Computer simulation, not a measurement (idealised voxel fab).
The document below concerns the process module designated voxel self aligned vias.
Cross-section cut: width 275 nm, square cells of 5 nm.
For the purposes of this document, a cross-section shall be understood as a grid of square cells, specified as bands listed in top-to-bottom order, each band consisting of one or more rows of cells. Heights first: top, then bottom, in nm. Then materials, left to right, each with a width in nm. "all across" on a single material: fills the band edge to edge. "air": empty space. Height datum 0, below which the as-received substrate wafer is one material. Lowest band open at the bottom, running downward: "0 and below". You'd read "30->40" like this: the band's top row of cells is as wide as the first number, its bottom row is as wide as the second, and going down, every row changes width by the same amount as the row before did. The cross-section has no changed cell in any step marked "stayed the same". You'll see "Enclosed voids" listing empty spaces that have no way open to the top, as long as they're 8 cells or more; the notation is width x height at distance, where the distance is from the left edge, and all of it is in nm. Anything after a step's settings on that line? It's the simulator's own note about the step. overlay nm: for a step with a mask, the amount by which the mask lay right of where it was planned; a negative amount means left of it.
This section lists the process steps that were planned:
| 1 | RECEIVE, material Si |
| 2 | CONFORMAL_DEP, material SiO2, thk nm 15 |
| 3 | CONFORMAL_DEP, material SiCN, thk nm 5 |
| 4 | DIRECTIONAL_DEP, material lowk, thk nm 30 |
| 5 | DIRECTIONAL_DEP, material aC, thk nm 10 |
| 6 | PATTERN, tone open, mask id LINES, material resist, width nm 25, pitch nm 75, thk nm 30, overlay nm 0 |
| 7 | DIRECTIONAL_ETCH, etch materials aC, depth nm 10 |
| 8 | STRIP, etch materials resist |
| 9 | DIRECTIONAL_ETCH, etch materials lowk, depth nm 30 |
| 10 | STRIP, etch materials aC |
| 11 | CONFORMAL_DEP, material TiN, thk nm 5 |
| 12 | FILL_DEP, material Ru, thk nm 10 |
| 13 | CMP, height nm 50 |
| 14 | SELECTIVE_ETCH, etch materials W Ru TiN, depth nm 10 |
| 15 | FILL_DEP, material SiN, thk nm 5 |
| 16 | CMP, height nm 50 |
| 17 | DIRECTIONAL_DEP, material lowk, thk nm 20 |
| 18 | MASKED_ETCH, tone open, mask id VIAS, width nm 45, pitch nm 75, etch materials lowk, depth nm 20, overlay nm 0 |
| 19 | MASKED_ETCH, tone open, mask id VIAS, width nm 45, pitch nm 75, etch materials SiN, depth nm 10, overlay nm 0 |
| 20 | CONFORMAL_DEP, material TiN, thk nm 5 |
| 21 | FILL_DEP, material W, thk nm 5 |
| 22 | CMP, height nm 70 |
| 23 | CONFORMAL_DEP, material SiCN, thk nm 5 |
The cross-section here shows the wafer as received, i.e. in its state after step 1:
	0 and below = Si all across
	Enclosed voids: none
Same starting wafer, same plan as above, one mistake in the execution; this is the cross-section at the end of the module:
	75 down to 70 = SiCN all across
	70 down to 55 = lowk (40)  TiN (5)  W (35)  TiN (5)  lowk (30)  TiN (5)  W (35)  TiN (5)  lowk (30)  TiN (5)  W (35)  TiN (5)  lowk (40)
	55 down to 45 = lowk (40->50)  TiN (15->5)  W (15)  TiN (15->5)  lowk (30->50)  TiN (15->5)  W (15)  TiN (15->5)  lowk (30->50)  TiN (15->5)  W (15)  TiN (15->5)  lowk (40->50)
	45 down to 35 = lowk (50)  TiN (25)  lowk (50)  TiN (25)  lowk (50)  TiN (25)  lowk (50)
	35 down to 30 = SiCN all across
	30 down to 0 = SiO2 all across
	0 and below = Si all across
	Enclosed voids: none
Plan not followed: heads up, step 2 of the plan got done twice
